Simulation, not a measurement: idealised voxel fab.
Process module heading - voxel air gaps
In the cross-section labelled cut, the width is 175 nm and each square cell is 5 nm.
A cross-section in this document is a grid of square cells, and it is written down as bands, the top band listed before the ones below it; a band is made up of one or more rows of cells. Top, bottom (nm), then materials left to right with widths (nm); lone material tagged "throughout" fills the whole band edge to edge; "blank" = empty space. Convention: height 0 is the level below which the wafer, as received, is all one material. The lowest band does not terminate at the bottom but continues downward, represented as "0 nm and below". Think of "30 to 40" as a width that walks from the first number to the second as you go down the band, top row to bottom row, taking equal-sized steps from row to row. What does "stayed the same" mean for a step? It means no cell of the cross-section changed in that step. Heads up: "Tabulated closed voids" only lists the empty pockets with no open path to the top that are 8 cells or more, and it writes them as width x height at distance, distance from the left edge, in nm. That trailing text on a step's line, after the settings, is the simulator's own remark on the step. overlay nm: step with mask; distance mask lay right of planned place; negative value = left of planned place.
-- plan
1) RECEIVE (material Si)
2) CONFORMAL_DEP (material SiO2; thk nm 10)
3) CONFORMAL_DEP (material SiN; thk nm 5)
4) DIRECTIONAL_DEP (material SiO2; thk nm 35)
5) DIRECTIONAL_DEP (material aC; thk nm 15)
6) PATTERN (tone open; mask id LINES; material resist; width nm 25; pitch nm 50; thk nm 30; overlay nm 0)
7) DIRECTIONAL_ETCH (etch materials aC; depth nm 15)
8) STRIP (etch materials resist)
9) DIRECTIONAL_ETCH (etch materials SiO2; depth nm 35)
10) STRIP (etch materials aC)
11) CONFORMAL_DEP (material TiN; thk nm 5)
12) FILL_DEP (material Cu; thk nm 5)
13) CMP (height nm 50)
14) EPI (material Ru; thk nm 10)
15) SELECTIVE_ETCH (etch materials SiO2; depth nm 45)
16) CONFORMAL_DEP (material SiN; thk nm 5)
-- Received-state cross-section, reflecting completion of step 1
0 nm and below: Si throughout
Tabulated closed voids: none
-- The first of two wafers, cross-sectioned at the end of the module, with the run proceeding as planned
65 nm to 60 nm: 10 blank  155 SiN  10 blank
60 nm to 50 nm: 10 blank  5 SiN  45 Ru  5 SiN  45 Ru  5 SiN  45 Ru  5 SiN  10 blank
50 nm to 45 nm: 10 blank  15 SiN  5 TiN  15 Cu  5 TiN  25 SiN  5 TiN  15 Cu  5 TiN  25 SiN  5 TiN  15 Cu  5 TiN  15 SiN  10 blank
45 nm to 20 nm: 20 blank  5 SiN  5 TiN  15 Cu  5 TiN  5 SiN  15 blank  5 SiN  5 TiN  15 Cu  5 TiN  5 SiN  15 blank  5 SiN  5 TiN  15 Cu  5 TiN  5 SiN  20 blank
20 nm to 15 nm: 25 SiN  25 TiN  25 SiN  25 TiN  25 SiN  25 TiN  25 SiN
15 nm to 10 nm: SiN throughout
10 nm to 0 nm: SiO2 throughout
0 nm and below: Si throughout
Tabulated closed voids: 15 x 25 at 55; 15 x 25 at 105
-- Now the second wafer, cross-sectioned at the end of the module. Nothing different at the start, nothing different in the plan compared with the first, just one mistake when it was actually run
65 nm to 60 nm: 15 blank  155 SiN  5 blank
60 nm to 50 nm: 15 blank  5 SiN  45 Ru  5 SiN  45 Ru  5 SiN  45 Ru  5 SiN  5 blank
50 nm to 45 nm: 15 blank  15 SiN  5 TiN  15 Cu  5 TiN  25 SiN  5 TiN  15 Cu  5 TiN  25 SiN  5 TiN  15 Cu  5 TiN  15 SiN  5 blank
45 nm to 20 nm: 25 blank  5 SiN  5 TiN  15 Cu  5 TiN  5 SiN  15 blank  5 SiN  5 TiN  15 Cu  5 TiN  5 SiN  15 blank  5 SiN  5 TiN  15 Cu  5 TiN  5 SiN  15 blank
20 nm to 15 nm: 30 SiN  25 TiN  25 SiN  25 TiN  25 SiN  25 TiN  20 SiN
15 nm to 10 nm: SiN throughout
10 nm to 0 nm: SiO2 throughout
0 nm and below: Si throughout
Tabulated closed voids: 15 x 25 at 60; 15 x 25 at 110
Against the plan, the run slipped here: contrary to plan, step 6 was performed as PATTERN (tone open; mask id LINES; material resist; width nm 25; pitch nm 50; thk nm 30; overlay nm 5)
at the end the second wafer has, in cells: as many of each material as the first, in other places
